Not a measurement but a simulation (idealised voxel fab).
Process module heading - voxel transistor to metal
For reference, the cross-section in this document is cut, with width 190 nm and square cells of 5 nm.
Cross-section spec: square-cell grid; bands listed top down; each band is one or more rows. Within each band entry, the heights of the top and of the bottom of the band appear first, in that order and in nm; the materials of the band then follow from left to right, each with its corresponding width in nm. The designation "everywhere" on a single material indicates that it fills the band from edge to edge; the designation "blank" indicates empty space. We count height from 0. Below that, the starting wafer is all one material. The lowest band never ends at the bottom but goes on down; see "0 and below" for how that is written. The width entry "30->40" should be interpreted row by row: the top row of cells in the band takes the first number, the bottom row takes the second number, and the change between adjacent rows is uniform throughout. Where the words "same as before" appear for a step, the cross-section shows no cell changed by that step; every cell remained as before. "Sealed voids": empty spaces of 8 cells or more with no open way to the top, each given as width x height at distance, distance from the left edge, all in nm. It should be noted that, on the line of a given step, the content following the step's settings is a remark produced by the simulator itself with respect to that step. Each step line may optionally specify "overlay nm", which for a step with a mask gives the rightward distance between the mask's planned place and where it lay, a negative value indicating the leftward direction.
**Process steps foreseen in the plan**
1) RECEIVE | material Si
2) OXIDIZE | depth nm 5
3) CONFORMAL_DEP | material SiN | thk nm 15
4) MASKED_ETCH | tone cover | mask id ACTIVE | width nm 105 | etch materials SiN | depth nm 15 | overlay nm 0
5) MASKED_ETCH | tone cover | mask id ACTIVE | width nm 105 | etch materials SiO2 | depth nm 5 | overlay nm 0
6) MASKED_ETCH | tone cover | mask id ACTIVE | width nm 105 | etch materials Si | depth nm 30 | overlay nm 0
7) OXIDIZE | depth nm 5
8) FILL_DEP | material SiO2 | thk nm 10
9) CMP | height nm 15
10) SELECTIVE_ETCH | etch materials SiO2 | depth nm 5
11) STRIP | etch materials SiN
12) SELECTIVE_ETCH | etch materials SiO2 | depth nm 5
13) OXIDIZE | depth nm 5
14) DIRECTIONAL_DEP | material polySi | thk nm 20
15) DIRECTIONAL_DEP | material SiCN | thk nm 10
16) MASKED_ETCH | tone cover | mask id GATE | width nm 15 | etch materials SiCN | depth nm 20 | overlay nm 0
17) MASKED_ETCH | tone cover | mask id GATE | width nm 15 | etch materials polySi | depth nm 30 | overlay nm 0
18) CONFORMAL_DEP | material SiO2 | thk nm 5
19) DIRECTIONAL_ETCH | etch materials SiO2 | depth nm 5
20) CONFORMAL_DEP | material SiN | thk nm 5
21) DIRECTIONAL_ETCH | etch materials SiN | depth nm 5
22) DIRECTIONAL_ETCH | etch materials SiO2 | depth nm 5
23) DIRECTIONAL_ETCH | etch materials Si | depth nm 15
24) EPI | material nSi | thk nm 15
25) FILL_DEP | material SiO2 | thk nm 10
26) CMP | height nm 25
27) DIRECTIONAL_DEP | material SiO2 | thk nm 10
28) DIRECTIONAL_DEP | material aC | thk nm 10
29) PATTERN | tone open | mask id CONTACT | material resist | width nm 30 | pitch nm 55 | thk nm 30 | overlay nm 0
30) DIRECTIONAL_ETCH | etch materials aC | depth nm 10
31) STRIP | etch materials resist
32) DIRECTIONAL_ETCH | etch materials SiO2 | depth nm 45
33) STRIP | etch materials aC
34) CONFORMAL_DEP | material TiN | thk nm 5
35) FILL_DEP | material W | thk nm 10
36) CMP | height nm 35
37) DIRECTIONAL_DEP | material TiN | thk nm 5
38) DIRECTIONAL_DEP | material Ru | thk nm 15
39) PATTERN | tone cover | mask id METAL_1 | material resist | width nm 15 | pitch nm 70 | thk nm 20 | overlay nm 0
40) DIRECTIONAL_ETCH | etch materials Ru | depth nm 15
41) DIRECTIONAL_ETCH | etch materials TiN | depth nm 5
42) STRIP | etch materials resist
43) CONFORMAL_DEP | material SiN | thk nm 5
44) FILL_DEP | material SiO2 | thk nm 5
45) CMP | height nm 55
46) CONFORMAL_DEP | material SiCN | thk nm 5
47) DIRECTIONAL_DEP | material SiO2 | thk nm 30
48) DIRECTIONAL_DEP | material aC | thk nm 15
49) PATTERN | tone open | mask id METAL_2 | material resist | width nm 15 | pitch nm 70 | thk nm 30 | overlay nm 0
50) DIRECTIONAL_ETCH | etch materials aC | depth nm 15
51) STRIP | etch materials resist
52) DIRECTIONAL_ETCH | etch materials SiO2 | depth nm 20
53) STRIP | etch materials aC
54) MASKED_ETCH | tone open | mask id METAL_2_HOLES | width nm 15 | pitch nm 70 | etch materials SiO2 | depth nm 10 | overlay nm 0
55) MASKED_ETCH | tone open | mask id METAL_2_HOLES | width nm 15 | pitch nm 70 | etch materials SiCN | depth nm 5 | overlay nm 0
56) CONFORMAL_DEP | material TiN | thk nm 5
57) FILL_DEP | material Cu | thk nm 5
58) CMP | height nm 90
59) CONFORMAL_DEP | material SiCN | thk nm 5
**Cross-section, incoming material, after step 1**
> 0 and below = Si everywhere
> Sealed voids: none
**Cross-section: first of two wafers, module finished, run according to plan**
> 95 down to 90 = SiCN everywhere
> 90 down to 60 = 50 of SiO2  5 of TiN  5 of Cu  5 of TiN  55 of SiO2  5 of TiN  5 of Cu  5 of TiN  55 of SiO2
> 60 down to 55 = 50 of SiCN  15 of TiN  55 of SiCN  15 of TiN  55 of SiCN
> 55 down to 40 = 45 of SiO2  5 of SiN  15 of Ru  5 of SiN  45 of SiO2  5 of SiN  15 of Ru  5 of SiN  50 of SiO2
> 40 down to 35 = 50 of SiN  15 of TiN  55 of SiN  15 of TiN  55 of SiN
> 35 down to 25 = 50 of SiO2  5 of TiN  20->15 of W  5->10 of TiN  25 of SiO2  5->10 of TiN  20->15 of W  5 of TiN  55 of SiO2
> 25 down to 15 = 50 of SiO2  5 of TiN  15 of W  5 of TiN  5 of SiN  5 of SiO2  15 of SiCN  5 of SiO2  5 of SiN  5 of TiN  15 of W  5 of TiN  55 of SiO2
> 15 down to 10 = 50 of SiO2  5 of TiN  15 of W  5 of TiN  5 of SiN  5 of SiO2  15 of polySi  5 of SiO2  5 of SiN  5 of TiN  15 of W  5 of TiN  55 of SiO2
> 10 down to 5 = 50 of SiO2  25 of TiN  5 of SiN  5 of SiO2  15 of polySi  5 of SiO2  5 of SiN  25 of TiN  55 of SiO2
> 5 down to -5 = 40 of SiO2  5 of SiN  5 of SiO2  10 of TiN  15 of nSi  5 of SiN  5 of SiO2  15 of polySi  5 of SiO2  5 of SiN  15 of nSi  10 of TiN  5 of SiO2  5 of SiN  45 of SiO2
> -5 down to -10 = 50 of SiO2  10 of TiN  15 of nSi  35 of SiO2  15 of nSi  10 of TiN  55 of SiO2
> -10 down to -25 = 45 of SiO2  30 of nSi  35 of Si  30 of nSi  50 of SiO2
> -25 down to -40 = 45 of SiO2  95 of Si  50 of SiO2
> -40 and below = Si everywhere
> Sealed voids: none
**Module end: cross-section of wafer two of two. Same start and process plan as the first wafer. One mistake during execution**
> 95 down to 90 = SiCN everywhere
> 90 down to 60 = 50 of SiO2  5 of TiN  5 of W  5 of TiN  55 of SiO2  5 of TiN  5 of W  5 of TiN  55 of SiO2
> 60 down to 55 = 50 of SiCN  15 of TiN  55 of SiCN  15 of TiN  55 of SiCN
> 55 down to 40 = 45 of SiO2  5 of SiN  15 of Ru  5 of SiN  45 of SiO2  5 of SiN  15 of Ru  5 of SiN  50 of SiO2
> 40 down to 35 = 50 of SiN  15 of TiN  55 of SiN  15 of TiN  55 of SiN
> 35 down to 25 = 50 of SiO2  5 of TiN  20->15 of W  5->10 of TiN  25 of SiO2  5->10 of TiN  20->15 of W  5 of TiN  55 of SiO2
> 25 down to 15 = 50 of SiO2  5 of TiN  15 of W  5 of TiN  5 of SiN  5 of SiO2  15 of SiCN  5 of SiO2  5 of SiN  5 of TiN  15 of W  5 of TiN  55 of SiO2
> 15 down to 10 = 50 of SiO2  5 of TiN  15 of W  5 of TiN  5 of SiN  5 of SiO2  15 of polySi  5 of SiO2  5 of SiN  5 of TiN  15 of W  5 of TiN  55 of SiO2
> 10 down to 5 = 50 of SiO2  25 of TiN  5 of SiN  5 of SiO2  15 of polySi  5 of SiO2  5 of SiN  25 of TiN  55 of SiO2
> 5 down to -5 = 40 of SiO2  5 of SiN  5 of SiO2  10 of TiN  15 of nSi  5 of SiN  5 of SiO2  15 of polySi  5 of SiO2  5 of SiN  15 of nSi  10 of TiN  5 of SiO2  5 of SiN  45 of SiO2
> -5 down to -10 = 50 of SiO2  10 of TiN  15 of nSi  35 of SiO2  15 of nSi  10 of TiN  55 of SiO2
> -10 down to -25 = 45 of SiO2  30 of nSi  35 of Si  30 of nSi  50 of SiO2
> -25 down to -40 = 45 of SiO2  95 of Si  50 of SiO2
> -40 and below = Si everywhere
> Sealed voids: none
Deviation from plan: step 57 was not run as planned; what actually ran was FILL_DEP | material W | thk nm 5
Per the end-of-run cell counts, the second wafer holds more or fewer of some materials than the first: Cu: 12 fewer, W: 12 more
